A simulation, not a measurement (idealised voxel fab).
The following is a process module called voxel transistor to metal.
This is section cut - it's 170 nm across, gridded in 5 nm square cells.
If you're reading a cross-section in this doc, picture square cells in a grid; it comes to you as bands, top ones listed first down to the bottom, and a band can be one or more rows of cells. This entry defines a band. It first specifies the height of the band's top and the height of its bottom in nm, and then specifies the band's materials from left to right, stating each material with its width in nm. The word "full width" identifies a single material that fills the band from edge to edge, while the word "blank" identifies empty space. It should be noted that heights are counted from 0, beneath which the wafer as supplied is of one material throughout, and that the lowest band possesses no lower boundary but continues downward, as written in "from 0 down". Graded width ("30->40"): value in top row of band = first number; value in bottom row = second number; row-to-row change constant. Step note "nothing changed" = no cross-section cell changed. Fully sealed voids: empty space of 8 cells or more with no open way to the top, each as width x height at its distance from the left edge, in nm. What comes after the settings on a step's line is commentary from the simulator itself on that step. The line of a step may include "overlay nm". On a step with a mask, this value is how far to the right of its planned place the mask lay. A negative value means the mask lay to the left.

-- Steps planned for the process
step 1: RECEIVE with material Si
step 2: CONFORMAL_DEP with material SiO2, thk nm 5
step 3: CONFORMAL_DEP with material SiN, thk nm 15
step 4: MASKED_ETCH with tone cover, mask id ACTIVE, width nm 125, etch materials SiN, depth nm 15, overlay nm 0
step 5: MASKED_ETCH with tone cover, mask id ACTIVE, width nm 125, etch materials SiO2, depth nm 5, overlay nm 0
step 6: MASKED_ETCH with tone cover, mask id ACTIVE, width nm 125, etch materials Si, depth nm 35, overlay nm 0
step 7: FILL_DEP with material SiO2, thk nm 10
step 8: CMP with height nm 20
step 9: SELECTIVE_ETCH with etch materials SiO2, depth nm 10
step 10: STRIP with etch materials SiN
step 11: SELECTIVE_ETCH with etch materials SiO2, depth nm 5
step 12: OXIDIZE with depth nm 5
step 13: DIRECTIONAL_DEP with material polySi, thk nm 20
step 14: DIRECTIONAL_DEP with material SiCN, thk nm 10
step 15: PATTERN with tone cover, mask id GATE, material resist, width nm 25, thk nm 20, overlay nm 0
step 16: DIRECTIONAL_ETCH with etch materials SiCN, depth nm 20
step 17: DIRECTIONAL_ETCH with etch materials polySi, depth nm 30
step 18: STRIP with etch materials resist
step 19: CONFORMAL_DEP with material SiO2, thk nm 5
step 20: DIRECTIONAL_ETCH with etch materials SiO2, depth nm 5
step 21: CONFORMAL_DEP with material SiN, thk nm 10
step 22: DIRECTIONAL_ETCH with etch materials SiN, depth nm 10
step 23: DIRECTIONAL_ETCH with etch materials SiO2, depth nm 5
step 24: DIRECTIONAL_ETCH with etch materials Si, depth nm 10
step 25: EPI with material pSi, thk nm 15
step 26: FILL_DEP with material SiO2, thk nm 5
step 27: CMP with height nm 30
step 28: DIRECTIONAL_DEP with material SiO2, thk nm 10
step 29: MASKED_ETCH with tone open, mask id CONTACT, width nm 35, pitch nm 70, etch materials SiO2, depth nm 30, overlay nm 0
step 30: CONFORMAL_DEP with material TiN, thk nm 5
step 31: FILL_DEP with material W, thk nm 5
step 32: CMP with height nm 40
step 33: CONFORMAL_DEP with material SiCN, thk nm 5
step 34: DIRECTIONAL_DEP with material SiO2, thk nm 20
step 35: DIRECTIONAL_DEP with material aC, thk nm 10
step 36: PATTERN with tone open, mask id METAL_1, material resist, width nm 20, pitch nm 85, thk nm 25, overlay nm 0
step 37: DIRECTIONAL_ETCH with etch materials aC, depth nm 10
step 38: STRIP with etch materials resist
step 39: DIRECTIONAL_ETCH with etch materials SiO2, depth nm 20
step 40: DIRECTIONAL_ETCH with etch materials SiCN, depth nm 5
step 41: STRIP with etch materials aC
step 42: CONFORMAL_DEP with material TiN, thk nm 5
step 43: FILL_DEP with material Cu, thk nm 10
step 44: CMP with height nm 65
step 45: CONFORMAL_DEP with material SiCN, thk nm 5

-- Incoming wafer, cross-sectional view, post step 1
* from 0 down = Si full width
* Fully sealed voids: none

-- One mistake in running the module, otherwise start and plan as above: cross-section at the end
* from 70 to 65 = SiCN full width
* from 65 to 60 = SiCN 30  TiN 20  SiCN 65  TiN 20  SiCN 35
* from 60 to 40 = SiO2 full width
* from 40 to 30 = SiO2 30  TiN 5  W 25->15  TiN 5->15  SiO2 35  TiN 5->15  W 25->15  TiN 5  SiO2 35
* from 30 to 20 = SiO2 30  TiN 5  W 15  TiN 5  SiN 10  SiO2 5  SiCN 25  SiO2 5  SiN 10  TiN 5  W 15  TiN 5  SiO2 35
* from 20 to 15 = SiO2 30  TiN 5  W 15  TiN 5  SiN 10  SiO2 5  polySi 25  SiO2 5  SiN 10  TiN 5  W 15  TiN 5  SiO2 35
* from 15 to 10 = SiO2 30  TiN 25  SiN 10  SiO2 5  polySi 25  SiO2 5  SiN 10  TiN 25  SiO2 35
* from 10 to 5 = SiO2 25  pSi 30  SiN 10  SiO2 5  polySi 25  SiO2 5  SiN 10  pSi 30  SiO2 30
* from 5 to 0 = SiO2 20  SiN 10  pSi 25  SiN 10  SiO2 5  polySi 25  SiO2 5  SiN 10  pSi 25  SiN 10  SiO2 25
* from 0 to -5 = SiO2 30  pSi 25  SiO2 55  pSi 25  SiO2 35
* from -5 to -15 = SiO2 20  Si 10  pSi 25  Si 55  pSi 25  Si 10  SiO2 25
* from -15 to -35 = SiO2 20  Si 125  SiO2 25
* from -35 down = Si full width
* Fully sealed voids: none
Deviation noted in wafer processing: steps 33 and 34 got flipped, so each one ran where the other should have
